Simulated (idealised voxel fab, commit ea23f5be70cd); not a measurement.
The process module presented herein is designated voxel wiring stack.
The cross-section shown here is cut; it is 265 nm wide and divided into square cells measuring 5 nm on a side.
Notation: cross-section as square-cell grid; stated in bands, top first, going down; one or more cell rows per band. Heads up on the band format: heights come first, top then bottom, in nm. After that it's the materials left to right, each with its width in nm. A single material flagged "all across" fills the whole band edge to edge, and "air" means there's empty space there. Ref level 0: as-received wafer is one material below here. Bottom band extends down with no lower bound ("0 nm and below"). Graded width ("30->40"): value in top row of band = first number; value in bottom row = second number; row-to-row change constant. Take "nothing got changed" at face value: in the step it is given for, the cross-section changed in none of its cells. Empty spaces counting at least 8 cells and having no open way to the top are listed in "Fully sealed voids". The notation width x height at distance is used for each, the distance being from the left edge and all three values in nm. Post-settings text on a step line: simulator's own remark regarding the step. overlay nm, on a step with a mask: how far to the right of its planned place the mask lay; to the left if negative.
**The steps planned for the process are as follows**
1,op RECEIVE | material Si
2,op CONFORMAL_DEP | material SiO2 | thk nm 15
3,op DIRECTIONAL_DEP | material TiN | thk nm 5
4,op DIRECTIONAL_DEP | material Ru | thk nm 25
5,op MASKED_ETCH | tone cover | mask id METAL_1 | width nm 20 | pitch nm 35 | etch materials Ru | depth nm 25 | overlay nm 0
6,op MASKED_ETCH | tone cover | mask id METAL_1 | width nm 20 | pitch nm 35 | etch materials TiN | depth nm 5 | overlay nm 0
7,op CONFORMAL_DEP | material SiCN | thk nm 5
8,op FILL_DEP | material lowk | thk nm 5
9,op CMP | height nm 45
10,op CONFORMAL_DEP | material SiCN | thk nm 5
11,op DIRECTIONAL_DEP | material SiO2 | thk nm 30
12,op MASKED_ETCH | tone open | mask id METAL_2 | width nm 20 | pitch nm 35 | etch materials SiO2 | depth nm 15 | overlay nm 0
13,op DIRECTIONAL_DEP | material aC | thk nm 10
14,op PATTERN | tone open | mask id METAL_2_HOLES | material resist | width nm 15 | pitch nm 70 | thk nm 25 | overlay nm 0
15,op DIRECTIONAL_ETCH | etch materials aC | depth nm 10
16,op STRIP | etch materials resist
17,op DIRECTIONAL_ETCH | etch materials SiO2 | depth nm 15
18,op DIRECTIONAL_ETCH | etch materials SiCN | depth nm 5
19,op STRIP | etch materials aC
20,op CONFORMAL_DEP | material TiN | thk nm 5
21,op FILL_DEP | material Ru | thk nm 10
22,op CMP | height nm 80
23,op CONFORMAL_DEP | material SiCN | thk nm 5
24,op DIRECTIONAL_DEP | material lowk | thk nm 15
25,op MASKED_ETCH | tone open | mask id PLUG_2 | width nm 15 | pitch nm 35 | etch materials lowk | depth nm 15 | overlay nm 0
26,op MASKED_ETCH | tone open | mask id PLUG_2 | width nm 15 | pitch nm 35 | etch materials SiCN | depth nm 5 | overlay nm 0
27,op CONFORMAL_DEP | material TiN | thk nm 5
28,op FILL_DEP | material Cu | thk nm 10
29,op CMP | height nm 100
30,op DIRECTIONAL_DEP | material TiN | thk nm 5
31,op DIRECTIONAL_DEP | material W | thk nm 15
32,op DIRECTIONAL_DEP | material aC | thk nm 15
33,op PATTERN | tone cover | mask id METAL_3 | material resist | width nm 20 | pitch nm 35 | thk nm 35 | overlay nm 0
34,op DIRECTIONAL_ETCH | etch materials aC | depth nm 15
35,op STRIP | etch materials resist
36,op DIRECTIONAL_ETCH | etch materials W | depth nm 15
37,op DIRECTIONAL_ETCH | etch materials TiN | depth nm 5
38,op STRIP | etch materials aC
39,op CONFORMAL_DEP | material SiCN | thk nm 5
40,op FILL_DEP | material SiO2 | thk nm 10
41,op CMP | height nm 120
42,op CONFORMAL_DEP | material SiN | thk nm 5
**Shown in cross-section is the wafer as received, that is, as it stands after step 1**
0 nm and below  Si all across
Fully sealed voids: none
**The cross-section shown corresponds to the wafer at the conclusion of the module. The initial structure and the process plan are those presented above; however, one mistake occurred in executing the plan**
125 nm to 120 nm  SiN all across
120 nm to 105 nm  80 SiO2 / 5 SiCN / 20 W / 5 SiCN / 5 SiO2 / 5 SiCN / 20 W / 5 SiCN / 5 SiO2 / 5 SiCN / 20 W / 5 SiCN / 85 SiO2
105 nm to 100 nm  85 SiCN / 20 TiN / 15 SiCN / 20 TiN / 15 SiCN / 20 TiN / 90 SiCN
100 nm to 85 nm  85 lowk / 5 TiN / 5 Cu / 5 TiN / 20 lowk / 5 TiN / 5 Cu / 5 TiN / 20 lowk / 5 TiN / 5 Cu / 5 TiN / 95 lowk
85 nm to 80 nm  85 SiCN / 15 TiN / 20 SiCN / 15 TiN / 20 SiCN / 15 TiN / 95 SiCN
80 nm to 70 nm  85 SiO2 / 5 TiN / 10 Ru / 5 TiN / 15 SiO2 / 5 TiN / 10 Ru / 5 TiN / 15 SiO2 / 5 TiN / 10 Ru / 5 TiN / 90 SiO2
70 nm to 65 nm  85 SiO2 / 5 TiN / 5 Ru / 10 TiN / 15 SiO2 / 20 TiN / 15 SiO2 / 5 TiN / 5 Ru / 10 TiN / 90 SiO2
65 nm to 50 nm  85 SiO2 / 5 TiN / 5 Ru / 5 TiN / 55 SiO2 / 5 TiN / 5 Ru / 5 TiN / 95 SiO2
50 nm to 45 nm  85 SiCN / 15 TiN / 55 SiCN / 15 TiN / 95 SiCN
45 nm to 30 nm  80 lowk / 5 SiCN / 20 Ru / 5 SiCN / 5 lowk / 5 SiCN / 20 Ru / 5 SiCN / 5 lowk / 5 SiCN / 20 Ru / 5 SiCN / 85 lowk
30 nm to 25 nm  85 SiCN / 20 TiN / 15 SiCN / 20 TiN / 15 SiCN / 20 TiN / 90 SiCN
25 nm to 0 nm  SiO2 all across
0 nm and below  Si all across
Fully sealed voids: none
Which mistake was made when the wafer was run? planned and actual differ for step 2; actual: op CONFORMAL_DEP | material SiO2 | thk nm 25
